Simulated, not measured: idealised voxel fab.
process module | voxel air gaps
cross-section cut | 185 nm wide | cells 5 nm
A cross-section is a grid of square cells, given in bands from the top down. A band is one or more rows of cells.
Each band's line starts with the height of the band's top and of its bottom, in nm. Then come its materials from left to right, each with its width in nm. One material with "throughout" fills the band from edge to edge. "air" is empty space.
Height 0 is the level under which the wafer as received is all one material. The lowest band goes on downwards, as in "0 down".
A width such as "30 to 40" changes by the same amount from each row of cells to the next, from the band's top row to its bottom row.
"no change" after a step means that no cell of the cross-section changed.
closed voids: empty space of 8 cells or more with no open way to the top, each as width x height at its distance from the left edge, in nm
after a step's settings: what the simulator itself notes on the step
overlay nm, on a step with a mask: how far to the right of its planned place the mask lay; to the left if negative
plan
1 op RECEIVE | material Si
2 op CONFORMAL_DEP | material SiO2 | thk nm 10
3 op CONFORMAL_DEP | material SiN | thk nm 5
4 op DIRECTIONAL_DEP | material lowk | thk nm 40
5 op MASKED_ETCH | tone open | mask id LINES | width nm 20 | pitch nm 50 | etch materials lowk | depth nm 40 | overlay nm 0
6 op CONFORMAL_DEP | material TiN | thk nm 5
7 op FILL_DEP | material Cu | thk nm 10
8 op CMP | height nm 55
9 op EPI | material Ru | thk nm 10
10 op SELECTIVE_ETCH | etch materials lowk | depth nm 50
11 op CONFORMAL_DEP | material SiCN | thk nm 5
as received, after step 1
  0 down: Si throughout
  closed voids: none
a wafer at the end: this start, this plan, one mistake
  70 to 65: SiCN throughout
  65 to 55: Ru throughout
  55 to 15: TiN throughout
  15 to 10: SiN throughout
  10 to 0: SiO2 throughout
  0 down: Si throughout
  closed voids: none
what went wrong: step 4 ran as: op DIRECTIONAL_DEP | material TiN | thk nm 40
